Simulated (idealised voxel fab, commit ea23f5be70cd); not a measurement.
The document below concerns the process module designated voxel wiring stack.
The cross-section shown here is cut; it is 190 nm wide and divided into square cells measuring 5 nm on a side.
Cross-section, as written here: a square-cell grid given band by band from the top down, where a band holds one or more rows of cells. A band entry consists of two parts. The first gives the height of the band's top and the height of its bottom, in nm. The rest lists the band's materials from left to right, each with its width in nm. A single material labelled with the word "full width" fills the band from edge to edge, and the word "empty" marks empty space. Zero point of the height axis is 0; under it, received wafer = one material. Lowest band: continues down indefinitely, "top 0, no bottom". Graded width ("30..40"): value in top row of band = first number; value in bottom row = second number; row-to-row change constant. Basically "no alteration" means that step didn't change any cell in the cross-section. The entry "Closed void roster" lists the empty spaces that cover at least 8 cells and have no open path to the top. Each is written as width x height at distance, where the distance is measured from the left edge and all three values are in nm. It should be noted that, on the line of a given step, the content following the step's settings is a remark produced by the simulator itself with respect to that step. A step's line can hold "overlay nm"; with a mask on that step, the setting says how far right of the planned place the mask lay, while a negative setting says it lay to the left.
-- Process steps - plan
1. RECEIVE: material Si
2. CONFORMAL_DEP: material SiO2, thk nm 15
3. CONFORMAL_DEP: material SiN, thk nm 5
4. DIRECTIONAL_DEP: material lowk, thk nm 20
5. PATTERN: tone open, mask id METAL_1, material resist, width nm 25, pitch nm 45, thk nm 15, overlay nm 0
6. DIRECTIONAL_ETCH: etch materials lowk, depth nm 20
7. DIRECTIONAL_ETCH: etch materials SiN, depth nm 5
8. STRIP: etch materials resist
9. CONFORMAL_DEP: material TiN, thk nm 5
10. FILL_DEP: material Cu, thk nm 10
11. CMP: height nm 40
12. CONFORMAL_DEP: material SiCN, thk nm 5
13. DIRECTIONAL_DEP: material lowk, thk nm 10
14. PATTERN: tone open, mask id PLUG_1, material resist, width nm 15, pitch nm 90, thk nm 20, overlay nm 0
15. DIRECTIONAL_ETCH: etch materials lowk, depth nm 10
16. DIRECTIONAL_ETCH: etch materials SiCN, depth nm 5
17. STRIP: etch materials resist
18. CONFORMAL_DEP: material TiN, thk nm 5
19. FILL_DEP: material W, thk nm 5
20. CMP: height nm 55
21. CONFORMAL_DEP: material SiN, thk nm 5
22. DIRECTIONAL_DEP: material lowk, thk nm 20
23. MASKED_ETCH: tone open, mask id METAL_2, width nm 25, pitch nm 45, etch materials lowk, depth nm 20, overlay nm 0
24. MASKED_ETCH: tone open, mask id METAL_2, width nm 25, pitch nm 45, etch materials SiN, depth nm 5, overlay nm 0
25. CONFORMAL_DEP: material TiN, thk nm 5
26. FILL_DEP: material Cu, thk nm 10
27. CMP: height nm 80
28. EPI: material Ru, thk nm 5
29. FILL_DEP: material SiCN, thk nm 5
-- Step 1 complete: cross-section of the wafer as received
top 0, no bottom = Si full width
Closed void roster: none
-- End state of the module in cross-section, given the above starting point and plan and one mistake in execution
top 90, bottom 85 = SiCN full width
top 85, bottom 80 = SiCN 10 nm, Ru 35 nm, SiCN 10 nm, Ru 35 nm, SiCN 10 nm, Ru 35 nm, SiCN 10 nm, Ru 35 nm, SiCN 10 nm
top 80, bottom 60 = lowk 15 nm, TiN 5 nm, Cu 15 nm, TiN 5 nm, lowk 20 nm, TiN 5 nm, Cu 15 nm, TiN 5 nm, lowk 20 nm, TiN 5 nm, Cu 15 nm, TiN 5 nm, lowk 20 nm, TiN 5 nm, Cu 15 nm, TiN 5 nm, lowk 15 nm
top 60, bottom 55 = SiN 15 nm, TiN 25 nm, SiN 20 nm, TiN 25 nm, SiN 20 nm, TiN 25 nm, SiN 20 nm, TiN 25 nm, SiN 15 nm
top 55, bottom 45 = lowk 15 nm, TiN 5 nm, W 5 nm, TiN 5 nm, lowk 75 nm, TiN 5 nm, W 5 nm, TiN 5 nm, lowk 70 nm
top 45, bottom 40 = SiCN 15 nm, TiN 15 nm, SiCN 75 nm, TiN 15 nm, SiCN 70 nm
top 40, bottom 35 = lowk 15 nm, TiN 5 nm, Cu 15 nm, TiN 5 nm, lowk 20 nm, TiN 5 nm, Cu 15 nm, TiN 5 nm, lowk 20 nm, TiN 5 nm, Cu 15 nm, TiN 5 nm, lowk 20 nm, TiN 5 nm, Cu 15 nm, TiN 5 nm, lowk 15 nm
top 35, bottom 30 = SiN 15 nm, TiN 25 nm, SiN 20 nm, TiN 25 nm, SiN 20 nm, TiN 25 nm, SiN 20 nm, TiN 25 nm, SiN 15 nm
top 30, bottom 0 = SiO2 full width
top 0, no bottom = Si full width
Closed void roster: none
In executing the process, a mistake was made relative to the plan: regarding the plan, step 2 was run twice
